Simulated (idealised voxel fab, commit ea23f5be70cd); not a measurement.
Process module under the name voxel gate over fins
Xsec cut, 300 nm wide, square cell size 5 nm.
Cross-section, as written here: a square-cell grid given band by band from the top down, where a band holds one or more rows of cells. Each band's line starts with the height of the band's top and of its bottom, in nm. Then come its materials from left to right, each with its width in nm. One material with "everywhere" fills the band from edge to edge. "air" is empty space. Height is counted from the level 0, under which the received wafer is composed throughout of one material. The lowest of the bands is not closed at the bottom but continues downward, in the notation "0 and below". Graded width ("30..40"): value in top row of band = first number; value in bottom row = second number; row-to-row change constant. It should be understood that the words "remained unchanged", when stated for a given step, signify that the cross-section underwent no change in any of its cells during that step. Basically, "Sealed void inventory" tells you about the enclosed voids: empty spaces with no open way to the top, 8 cells or bigger, each written width x height at distance, where distance is from the left edge, all in nm. Where a step's line continues beyond its settings, the continuation is a remark by the simulator itself on that step. When a step includes a mask, the "overlay nm" setting on its line states how far to the right of its planned place that mask lay, and negative values state how far to the left.

### List of planned process steps
| 1 | RECEIVE [material Si] |
| 2 | CONFORMAL_DEP [material SiN] [thk nm 10] |
| 3 | PATTERN [tone cover] [mask id FINS] [material resist] [width nm 15] [pitch nm 40] [thk nm 15] [overlay nm -15] |
| 4 | DIRECTIONAL_ETCH [etch materials SiN] [depth nm 10] |
| 5 | DIRECTIONAL_ETCH [etch materials Si] [depth nm 30] |
| 6 | STRIP [etch materials resist] |
| 7 | OXIDIZE [depth nm 5] |
| 8 | FILL_DEP [material SiO2] [thk nm 15] |
| 9 | CMP [height nm 10] |
| 10 | SELECTIVE_ETCH [etch materials SiO2] [depth nm 20] |
| 11 | STRIP [etch materials SiN] |
| 12 | CONFORMAL_DEP [material HfO2] [thk nm 5] |
| 13 | CONFORMAL_DEP [material TiN] [thk nm 5] |
| 14 | CONFORMAL_DEP [material TiAl] [thk nm 5] |
| 15 | CONFORMAL_DEP [material TiN] [thk nm 5] |
| 16 | FILL_DEP [material W] [thk nm 10] |
| 17 | CMP [height nm 25] |
| 18 | CONFORMAL_DEP [material SiN] [thk nm 10] |
Wafer-to-wafer difference: overlay nm, step 3. Common start. Plan = first wafer's value.

### Cross-section: the first of several wafers in its as-received state, i.e. following step 1
- 0 and below = Si everywhere
- Sealed void inventory: none

### So in this table every wafer gets its own row, and what you see is where it stands at the end of the module: for each material, how many cells it picked up (+) or gave up (-) since we received it, and after that its closed voids
overlay nm -15 | +68 HfO2 | -406 Si | +120 SiN | +290 SiO2 | +68 TiAl | +134 TiN | +146 W | Sealed void inventory: none
overlay nm -10 | +68 HfO2 | -406 Si | +120 SiN | +290 SiO2 | +68 TiAl | +134 TiN | +146 W | Sealed void inventory: none
overlay nm -5 | +68 HfO2 | -406 Si | +120 SiN | +290 SiO2 | +68 TiAl | +134 TiN | +146 W | Sealed void inventory: none
overlay nm 0 | +68 HfO2 | -406 Si | +120 SiN | +290 SiO2 | +68 TiAl | +134 TiN | +146 W | Sealed void inventory: none
overlay nm 5 | +68 HfO2 | -406 Si | +120 SiN | +290 SiO2 | +68 TiAl | +134 TiN | +146 W | Sealed void inventory: none
overlay nm 10 | +68 HfO2 | -406 Si | +120 SiN | +290 SiO2 | +68 TiAl | +134 TiN | +146 W | Sealed void inventory: none
overlay nm 15 | +68 HfO2 | -406 Si | +120 SiN | +290 SiO2 | +68 TiAl | +134 TiN | +146 W | Sealed void inventory: none
